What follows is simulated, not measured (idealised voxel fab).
process module | voxel local oxidation
cross-section cut | 255 nm wide | cells 5 nm
A cross-section is a grid of square cells, given in bands from the top down. A band is one or more rows of cells.
Each band's line starts with the height of the band's top and of its bottom, in nm. Then come its materials from left to right, each with its width in nm. One material with "throughout" fills the band from edge to edge. "air" is empty space.
Height 0 is the level under which the wafer as received is all one material. The lowest band goes on downwards, as in "0 down".
A width such as "30 to 40" changes by the same amount from each row of cells to the next, from the band's top row to its bottom row.
"no change" after a step means that no cell of the cross-section changed.
closed voids: empty space of 8 cells or more with no open way to the top, each as width x height at its distance from the left edge, in nm
after a step's settings: what the simulator itself notes on the step
overlay nm, on a step with a mask: how far to the right of its planned place the mask lay; to the left if negative
plan
1 op RECEIVE | material Si
2 op OXIDIZE | depth nm 5
3 op CONFORMAL_DEP | material SiN | thk nm 10
4 op PATTERN | tone cover | mask id ACTIVE | material resist | width nm 105 | thk nm 20 | overlay nm 0
5 op DIRECTIONAL_ETCH | etch materials SiN | depth nm 10
6 op STRIP | etch materials resist
7 op SELECTIVE_ETCH | etch materials SiO2 | depth nm 5
8 op OXIDIZE | depth nm 10
9 op STRIP | etch materials SiN
first wafer, as planned
as received, after step 1
  0 down: Si throughout
  closed voids: none
after step 2
  0 to -5: SiO2 throughout
  below -5: unchanged
after step 3
  10 to 0: SiN throughout
  below 0: unchanged
after step 4
  30 to 10: air 75 | resist 105 | air 75
  below 10: unchanged
after step 5
  30 to 10: air 75 | resist 105 | air 75
  10 to 0: air 75 | SiN 105 | air 75
  below 0: unchanged
after step 6
  10 to 0: air 75 | SiN 105 | air 75
  below 0: unchanged
after step 7
  10 to 0: air 75 | SiN 105 | air 75
  0 to -5: air 80 | SiO2 95 | air 80
  below -5: unchanged
after step 8
  10 to 0: air 75 | SiN 105 | air 75
  0 to -5: air 80 | SiO2 95 | air 80
  -5 to -15: SiO2 90 | Si 75 | SiO2 90
  below -15: unchanged
after step 9
  0 to -5: air 80 | SiO2 95 | air 80
  below -5: unchanged
second wafer: like start, like plan, one mistake. Through step 2 it matches the first wafer
when step 3 should have ended
  10 to -5: SiO2 throughout
  below -5: unchanged
when step 4 should have ended
  30 to 10: air 75 | resist 105 | air 75
  below 10: unchanged
when step 5 should have ended: no change
when step 6 should have ended
  10 to -5: SiO2 throughout
  below -5: unchanged
when step 7 should have ended
  5 to -5: SiO2 throughout
  below -5: unchanged
when step 8 should have ended: no change
when step 9 should have ended: no change
what went wrong: step 3 ran as: op CONFORMAL_DEP | material SiO2 | thk nm 10
at the end the second wafer has, in cells: 72 more of Si | 11 more of SiO2
